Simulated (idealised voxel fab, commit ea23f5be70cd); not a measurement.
Presented below is a process module, voxel wiring stack.
cross-section cut | 255 nm wide | cells 5 nm
If you're reading a cross-section in this doc, picture square cells in a grid; it comes to you as bands, top ones listed first down to the bottom, and a band can be one or more rows of cells.
Quick guide to a band line: top height, bottom height (nm) up front; then every material left to right with its width in nm. Only one material and it's marked "all across"? Then it fills the band edge to edge. And "air" just means empty space.
Measure heights from 0. That's the level where, below it, the as-received wafer is all one material. The lowest band is bottomless and extends downward; write it as in "0 nm and below".
A width such as "30..40" changes by the same amount from each row of cells to the next, from the band's top row to its bottom row.
"no change occurred" means the step left every cell of the cross-section as it was.
"closed voids" means: voids of 8 cells or more that are shut off from the top with no open way through. Written width x height at distance, distance from the left edge, in nm.
What comes after the settings on a step's line is commentary from the simulator itself on that step.
Among the settings permitted on a step's line is "overlay nm"; applied to a step with a mask, it specifies the extent to which the mask lay to the right of its planned position, whereas a negative figure signifies a position to the left.
Layout of what follows: cross-section pairs, each bracketing one process step, the after cross-section shown only to the lowest band that changed, the step between and its settings noted under each pair. Pairs may originate in different runs of this module on the same starting wafer; a pair continues from the pair above only where its entry headed "before" says so.
BEFORE
  80 nm to 75 nm = SiO2 all across
  75 nm to 60 nm = SiO2 65, Ru 20, SiO2 15, Ru 20, SiO2 15, Ru 20, SiO2 15, Ru 20, SiO2 65
  60 nm to 55 nm = SiN all across
  55 nm to 40 nm = SiO2 65, TiN 5, Ru 5, TiN 5, SiO2 55, TiN 5, Ru 5, TiN 5, SiO2 105
  40 nm to 35 nm = SiCN 65, TiN 15, SiCN 55, TiN 15, SiCN 105
  35 nm to 20 nm = SiO2 65, TiN 5, W 10, TiN 5, SiO2 15, TiN 5, W 10, TiN 5, SiO2 15, TiN 5, W 10, TiN 5, SiO2 15, TiN 5, W 10, TiN 5, SiO2 65
  20 nm to 15 nm = SiN 65, TiN 20, SiN 15, TiN 20, SiN 15, TiN 20, SiN 15, TiN 20, SiN 65
  15 nm to 0 nm = SiO2 all across
  0 nm and below = Si all across
  closed voids: none
POST-STEP SECTION VIEW
  75 nm to 60 nm = SiO2 65, Ru 20, SiO2 15, Ru 20, SiO2 15, Ru 20, SiO2 15, Ru 20, SiO2 65
  Heights below 60 show no change.
  closed voids: none
Relating the two cross-sections above, the step in between is CMP, height nm 75
before: the state before this step is the cross-section shown after the step in the pair just above.
POST-STEP SECTION VIEW
  80 nm to 75 nm = SiCN all across
  Heights below 75 show no change.
  closed voids: none
Relating the two cross-sections above, the step in between is CONFORMAL_DEP, material SiCN, thk nm 5
before: the state before this step is the cross-section shown after the step in the pair just above.
POST-STEP SECTION VIEW
  110 nm to 80 nm = SiO2 all across
  Heights below 80 show no change.
  closed voids: none
Relating the two cross-sections above, the step in between is DIRECTIONAL_DEP, material SiO2, thk nm 30
before: the state before this step is the cross-section shown after the step in the pair just above.
POST-STEP SECTION VIEW
  120 nm to 110 nm = aC all across
  Heights below 110 show no change.
  closed voids: none
Relating the two cross-sections above, the step in between is DIRECTIONAL_DEP, material aC, thk nm 10
before: the state before this step is the cross-section shown after the step in the pair just above.
POST-STEP SECTION VIEW
  150 nm to 120 nm = resist 65, air 20, resist 15, air 20, resist 15, air 20, resist 15, air 20, resist 65
  Heights below 120 show no change.
  closed voids: none
Relating the two cross-sections above, the step in between is PATTERN, tone open, mask id METAL_3, material resist, width nm 20, pitch nm 35, thk nm 30, overlay nm 0
before: the state before this step is the cross-section shown after the step in the pair just above.
POST-STEP SECTION VIEW
  140 nm to 120 nm = resist 65, air 20, resist 15, air 20, resist 15, air 20, resist 15, air 20, resist 65
  120 nm to 110 nm = aC 65, air 20, aC 15, air 20, aC 15, air 20, aC 15, air 20, aC 65
  Heights below 110 show no change.
  closed voids: none
Relating the two cross-sections above, the step in between is DIRECTIONAL_ETCH, etch materials aC, depth nm 10
before: the state before this step is the cross-section shown after the step in the pair just above.
POST-STEP SECTION VIEW
  120 nm to 110 nm = aC 65, air 20, aC 15, air 20, aC 15, air 20, aC 15, air 20, aC 65
  Heights below 110 show no change.
  closed voids: none
Relating the two cross-sections above, the step in between is STRIP, etch materials resist
before: the state before this step is the cross-section shown after the step in the pair just above.
POST-STEP SECTION VIEW
  120 nm to 110 nm = aC 65, air 20, aC 15, air 20, aC 15, air 20, aC 15, air 20, aC 65
  110 nm to 90 nm = SiO2 65, air 20, SiO2 15, air 20, SiO2 15, air 20, SiO2 15, air 20, SiO2 65
  Heights below 90 show no change.
  closed voids: none
Relating the two cross-sections above, the step in between is DIRECTIONAL_ETCH, etch materials SiO2, depth nm 20
before: the state before this step is the cross-section shown after the step in the pair just above.
POST-STEP SECTION VIEW
  110 nm to 90 nm = SiO2 65, air 20, SiO2 15, air 20, SiO2 15, air 20, SiO2 15, air 20, SiO2 65
  Heights below 90 show no change.
  closed voids: none
Relating the two cross-sections above, the step in between is STRIP, etch materials aC
before: the state before this step is the cross-section shown after the step in the pair just above.
POST-STEP SECTION VIEW
  130 nm to 110 nm = resist 65, air 15, resist 55, air 15, resist 105
  110 nm to 90 nm = SiO2 65, air 15, resist 5, SiO2 15, resist 20, SiO2 15, air 15, resist 5, SiO2 15, resist 20, SiO2 65
  Heights below 90 show no change.
  closed voids: none
Relating the two cross-sections above, the step in between is PATTERN, tone open, mask id METAL_3_HOLES, material resist, width nm 15, pitch nm 70, thk nm 20, overlay nm 0
before: the state before this step is the cross-section shown after the step in the pair just above.
POST-STEP SECTION VIEW
  130 nm to 110 nm = resist 65, air 15, resist 55, air 15, resist 105
  110 nm to 90 nm = SiO2 65, air 15, resist 5, SiO2 15, resist 20, SiO2 15, air 15, resist 5, SiO2 15, resist 20, SiO2 65
  90 nm to 80 nm = SiO2 65, air 15, SiO2 55, air 15, SiO2 105
  Heights below 80 show no change.
  closed voids: none
Relating the two cross-sections above, the step in between is DIRECTIONAL_ETCH, etch materials SiO2, depth nm 10
before: the state before this step is the cross-section shown after the step in the pair just above.
POST-STEP SECTION VIEW
  130 nm to 110 nm = resist 65, air 15, resist 55, air 15, resist 105
  110 nm to 90 nm = SiO2 65, air 15, resist 5, SiO2 15, resist 20, SiO2 15, air 15, resist 5, SiO2 15, resist 20, SiO2 65
  90 nm to 80 nm = SiO2 65, air 15, SiO2 55, air 15, SiO2 105
  80 nm to 75 nm = SiCN 65, air 15, SiCN 55, air 15, SiCN 105
  Heights below 75 show no change.
  closed voids: none
Relating the two cross-sections above, the step in between is DIRECTIONAL_ETCH, etch materials SiCN, depth nm 5
before: the state before this step is the cross-section shown after the step in the pair just above.
POST-STEP SECTION VIEW
  110 nm to 90 nm = SiO2 65, air 20, SiO2 15, air 20, SiO2 15, air 20, SiO2 15, air 20, SiO2 65
  Heights below 90 show no change.
  closed voids: none
Relating the two cross-sections above, the step in between is STRIP, etch materials resist
before: the state before this step is the cross-section shown after the step in the pair just above.
POST-STEP SECTION VIEW
  115 nm to 110 nm = TiN 70, air 10, TiN 25, air 10, TiN 25, air 10, TiN 25, air 10, TiN 70
  110 nm to 95 nm = SiO2 65, TiN 5, air 10, TiN 5, SiO2 15, TiN 5, air 10, TiN 5, SiO2 15, TiN 5, air 10, TiN 5, SiO2 15, TiN 5, air 10, TiN 5, SiO2 65
  95 nm to 90 nm = SiO2 65, TiN 5, air 5, TiN 10, SiO2 15, TiN 20, SiO2 15, TiN 5, air 5, TiN 10, SiO2 15, TiN 20, SiO2 65
  90 nm to 80 nm = SiO2 65, TiN 5, air 5, TiN 5, SiO2 55, TiN 5, air 5, TiN 5, SiO2 105
  80 nm to 75 nm = SiCN 65, TiN 15, SiCN 55, TiN 15, SiCN 105
  Heights below 75 show no change.
  closed voids: none
Relating the two cross-sections above, the step in between is CONFORMAL_DEP, material TiN, thk nm 5
before: the state before this step is the cross-section shown after the step in the pair just above.
POST-STEP SECTION VIEW
  120 nm to 115 nm = Cu all across
  115 nm to 110 nm = TiN 70, Cu 10, TiN 25, Cu 10, TiN 25, Cu 10, TiN 25, Cu 10, TiN 70
  110 nm to 95 nm = SiO2 65, TiN 5, Cu 10, TiN 5, SiO2 15, TiN 5, Cu 10, TiN 5, SiO2 15, TiN 5, Cu 10, TiN 5, SiO2 15, TiN 5, Cu 10, TiN 5, SiO2 65
  95 nm to 90 nm = SiO2 65, TiN 5, Cu 5, TiN 10, SiO2 15, TiN 20, SiO2 15, TiN 5, Cu 5, TiN 10, SiO2 15, TiN 20, SiO2 65
  90 nm to 80 nm = SiO2 65, TiN 5, Cu 5, TiN 5, SiO2 55, TiN 5, Cu 5, TiN 5, SiO2 105
  Heights below 80 show no change.
  closed voids: none
Relating the two cross-sections above, the step in between is FILL_DEP, material Cu, thk nm 5
before: the state before this step is the cross-section shown after the step in the pair just above.
POST-STEP SECTION VIEW
  110 nm to 95 nm = SiO2 65, TiN 5, Cu 10, TiN 5, SiO2 15, TiN 5, Cu 10, TiN 5, SiO2 15, TiN 5, Cu 10, TiN 5, SiO2 15, TiN 5, Cu 10, TiN 5, SiO2 65
  Heights below 95 show no change.
  closed voids: none
Relating the two cross-sections above, the step in between is CMP, height nm 110
before: the state before this step is the cross-section shown after the step in the pair just above.
POST-STEP SECTION VIEW
  115 nm to 110 nm = SiN all across
  Heights below 110 show no change.
  closed voids: none
Relating the two cross-sections above, the step in between is CONFORMAL_DEP, material SiN, thk nm 5
BEFORE
  75 nm to 60 nm = Ru all across
  60 nm to 55 nm = TiN all across
  55 nm to 40 nm = SiO2 65, TiN 5, Ru 5, TiN 5, SiO2 55, TiN 5, Ru 5, TiN 5, SiO2 105
  40 nm to 35 nm = SiCN 65, TiN 15, SiCN 55, TiN 15, SiCN 105
  35 nm to 20 nm = SiO2 65, TiN 5, W 10, TiN 5, SiO2 15, TiN 5, W 10, TiN 5, SiO2 15, TiN 5, W 10, TiN 5, SiO2 15, TiN 5, W 10, TiN 5, SiO2 65
  20 nm to 15 nm = SiN 65, TiN 20, SiN 15, TiN 20, SiN 15, TiN 20, SiN 15, TiN 20, SiN 65
  15 nm to 0 nm = SiO2 all across
  0 nm and below = Si all across
  closed voids: none
POST-STEP SECTION VIEW
  75 nm to 60 nm = Ru 65, air 20, Ru 15, air 20, Ru 15, air 20, Ru 15, air 20, Ru 65
  Heights below 60 show no change.
  closed voids: none
Relating the two cross-sections above, the step in between is MASKED_ETCH, tone open, mask id METAL_2, width nm 20, pitch nm 35, etch materials Ru, depth nm 15, overlay nm 0
before: the state before this step is the cross-section shown after the step in the pair just above.
POST-STEP SECTION VIEW
  80 nm to 75 nm = SiO2 all across
  75 nm to 60 nm = Ru 65, SiO2 20, Ru 15, SiO2 20, Ru 15, SiO2 20, Ru 15, SiO2 20, Ru 65
  Heights below 60 show no change.
  closed voids: none
Relating the two cross-sections above, the step in between is FILL_DEP, material SiO2, thk nm 5
before: the state before this step is the cross-section shown after the step in the pair just above.
POST-STEP SECTION VIEW
  75 nm to 60 nm = Ru 65, SiO2 20, Ru 15, SiO2 20, Ru 15, SiO2 20, Ru 15, SiO2 20, Ru 65
  Heights below 60 show no change.
  closed voids: none
Relating the two cross-sections above, the step in between is CMP, height nm 75
before: the state before this step is the cross-section shown after the step in the pair just above.
POST-STEP SECTION VIEW
  80 nm to 75 nm = SiCN all across
  Heights below 75 show no change.
  closed voids: none
Relating the two cross-sections above, the step in between is CONFORMAL_DEP, material SiCN, thk nm 5
before: the state before this step is the cross-section shown after the step in the pair just above.
POST-STEP SECTION VIEW
  110 nm to 80 nm = SiO2 all across
  Heights below 80 show no change.
  closed voids: none
Relating the two cross-sections above, the step in between is DIRECTIONAL_DEP, material SiO2, thk nm 30
before: the state before this step is the cross-section shown after the step in the pair just above.
POST-STEP SECTION VIEW
  120 nm to 110 nm = aC all across
  Heights below 110 show no change.
  closed voids: none
Relating the two cross-sections above, the step in between is DIRECTIONAL_DEP, material aC, thk nm 10
before: the state before this step is the cross-section shown after the step in the pair just above.
POST-STEP SECTION VIEW
  150 nm to 120 nm = resist 65, air 20, resist 15, air 20, resist 15, air 20, resist 15, air 20, resist 65
  Heights below 120 show no change.
  closed voids: none
Relating the two cross-sections above, the step in between is PATTERN, tone open, mask id METAL_3, material resist, width nm 20, pitch nm 35, thk nm 30, overlay nm 0
before: the state before this step is the cross-section shown after the step in the pair just above.
POST-STEP SECTION VIEW
  140 nm to 120 nm = resist 65, air 20, resist 15, air 20, resist 15, air 20, resist 15, air 20, resist 65
  120 nm to 110 nm = aC 65, air 20, aC 15, air 20, aC 15, air 20, aC 15, air 20, aC 65
  Heights below 110 show no change.
  closed voids: none
Relating the two cross-sections above, the step in between is DIRECTIONAL_ETCH, etch materials aC, depth nm 10
before: the state before this step is the cross-section shown after the step in the pair just above.
POST-STEP SECTION VIEW
  120 nm to 110 nm = aC 65, air 20, aC 15, air 20, aC 15, air 20, aC 15, air 20, aC 65
  Heights below 110 show no change.
  closed voids: none
Relating the two cross-sections above, the step in between is STRIP, etch materials resist
before: the state before this step is the cross-section shown after the step in the pair just above.
POST-STEP SECTION VIEW
  120 nm to 110 nm = aC 65, air 20, aC 15, air 20, aC 15, air 20, aC 15, air 20, aC 65
  110 nm to 90 nm = SiO2 65, air 20, SiO2 15, air 20, SiO2 15, air 20, SiO2 15, air 20, SiO2 65
  Heights below 90 show no change.
  closed voids: none
Relating the two cross-sections above, the step in between is DIRECTIONAL_ETCH, etch materials SiO2, depth nm 20
before: the state before this step is the cross-section shown after the step in the pair just above.
POST-STEP SECTION VIEW
  110 nm to 90 nm = SiO2 65, air 20, SiO2 15, air 20, SiO2 15, air 20, SiO2 15, air 20, SiO2 65
  Heights below 90 show no change.
  closed voids: none
Relating the two cross-sections above, the step in between is STRIP, etch materials aC
before: the state before this step is the cross-section shown after the step in the pair just above.
POST-STEP SECTION VIEW
  130 nm to 110 nm = resist 65, air 15, resist 55, air 15, resist 105
  110 nm to 90 nm = SiO2 65, air 15, resist 5, SiO2 15, resist 20, SiO2 15, air 15, resist 5, SiO2 15, resist 20, SiO2 65
  Heights below 90 show no change.
  closed voids: none
Relating the two cross-sections above, the step in between is PATTERN, tone open, mask id METAL_3_HOLES, material resist, width nm 15, pitch nm 70, thk nm 20, overlay nm 0
before: the state before this step is the cross-section shown after the step in the pair just above.
POST-STEP SECTION VIEW
  130 nm to 110 nm = resist 65, air 15, resist 55, air 15, resist 105
  110 nm to 90 nm = SiO2 65, air 15, resist 5, SiO2 15, resist 20, SiO2 15, air 15, resist 5, SiO2 15, resist 20, SiO2 65
  90 nm to 80 nm = SiO2 65, air 15, SiO2 55, air 15, SiO2 105
  Heights below 80 show no change.
  closed voids: none
Relating the two cross-sections above, the step in between is DIRECTIONAL_ETCH, etch materials SiO2, depth nm 10
before: the state before this step is the cross-section shown after the step in the pair just above.
POST-STEP SECTION VIEW
  130 nm to 110 nm = resist 65, air 15, resist 55, air 15, resist 105
  110 nm to 90 nm = SiO2 65, air 15, resist 5, SiO2 15, resist 20, SiO2 15, air 15, resist 5, SiO2 15, resist 20, SiO2 65
  90 nm to 80 nm = SiO2 65, air 15, SiO2 55, air 15, SiO2 105
  80 nm to 75 nm = SiCN 65, air 15, SiCN 55, air 15, SiCN 105
  Heights below 75 show no change.
  closed voids: none
Relating the two cross-sections above, the step in between is DIRECTIONAL_ETCH, etch materials SiCN, depth nm 5
before: the state before this step is the cross-section shown after the step in the pair just above.
POST-STEP SECTION VIEW
  110 nm to 90 nm = SiO2 65, air 20, SiO2 15, air 20, SiO2 15, air 20, SiO2 15, air 20, SiO2 65
  Heights below 90 show no change.
  closed voids: none
Relating the two cross-sections above, the step in between is STRIP, etch materials resist
before: the state before this step is the cross-section shown after the step in the pair just above.
POST-STEP SECTION VIEW
  115 nm to 110 nm = TiN 70, air 10, TiN 25, air 10, TiN 25, air 10, TiN 25, air 10, TiN 70
  110 nm to 95 nm = SiO2 65, TiN 5, air 10, TiN 5, SiO2 15, TiN 5, air 10, TiN 5, SiO2 15, TiN 5, air 10, TiN 5, SiO2 15, TiN 5, air 10, TiN 5, SiO2 65
  95 nm to 90 nm = SiO2 65, TiN 5, air 5, TiN 10, SiO2 15, TiN 20, SiO2 15, TiN 5, air 5, TiN 10, SiO2 15, TiN 20, SiO2 65
  90 nm to 80 nm = SiO2 65, TiN 5, air 5, TiN 5, SiO2 55, TiN 5, air 5, TiN 5, SiO2 105
  80 nm to 75 nm = SiCN 65, TiN 15, SiCN 55, TiN 15, SiCN 105
  Heights below 75 show no change.
  closed voids: none
Relating the two cross-sections above, the step in between is CONFORMAL_DEP, material TiN, thk nm 5
before: the state before this step is the cross-section shown after the step in the pair just above.
POST-STEP SECTION VIEW
  120 nm to 115 nm = Cu all across
  115 nm to 110 nm = TiN 70, Cu 10, TiN 25, Cu 10, TiN 25, Cu 10, TiN 25, Cu 10, TiN 70
  110 nm to 95 nm = SiO2 65, TiN 5, Cu 10, TiN 5, SiO2 15, TiN 5, Cu 10, TiN 5, SiO2 15, TiN 5, Cu 10, TiN 5, SiO2 15, TiN 5, Cu 10, TiN 5, SiO2 65
  95 nm to 90 nm = SiO2 65, TiN 5, Cu 5, TiN 10, SiO2 15, TiN 20, SiO2 15, TiN 5, Cu 5, TiN 10, SiO2 15, TiN 20, SiO2 65
  90 nm to 80 nm = SiO2 65, TiN 5, Cu 5, TiN 5, SiO2 55, TiN 5, Cu 5, TiN 5, SiO2 105
  Heights below 80 show no change.
  closed voids: none
Relating the two cross-sections above, the step in between is FILL_DEP, material Cu, thk nm 5
before: the state before this step is the cross-section shown after the step in the pair just above.
POST-STEP SECTION VIEW
  110 nm to 95 nm = SiO2 65, TiN 5, Cu 10, TiN 5, SiO2 15, TiN 5, Cu 10, TiN 5, SiO2 15, TiN 5, Cu 10, TiN 5, SiO2 15, TiN 5, Cu 10, TiN 5, SiO2 65
  Heights below 95 show no change.
  closed voids: none
Relating the two cross-sections above, the step in between is CMP, height nm 110
before: the state before this step is the cross-section shown after the step in the pair just above.
POST-STEP SECTION VIEW
  115 nm to 110 nm = SiN all across
  Heights below 110 show no change.
  closed voids: none
Relating the two cross-sections above, the step in between is CONFORMAL_DEP, material SiN, thk nm 5
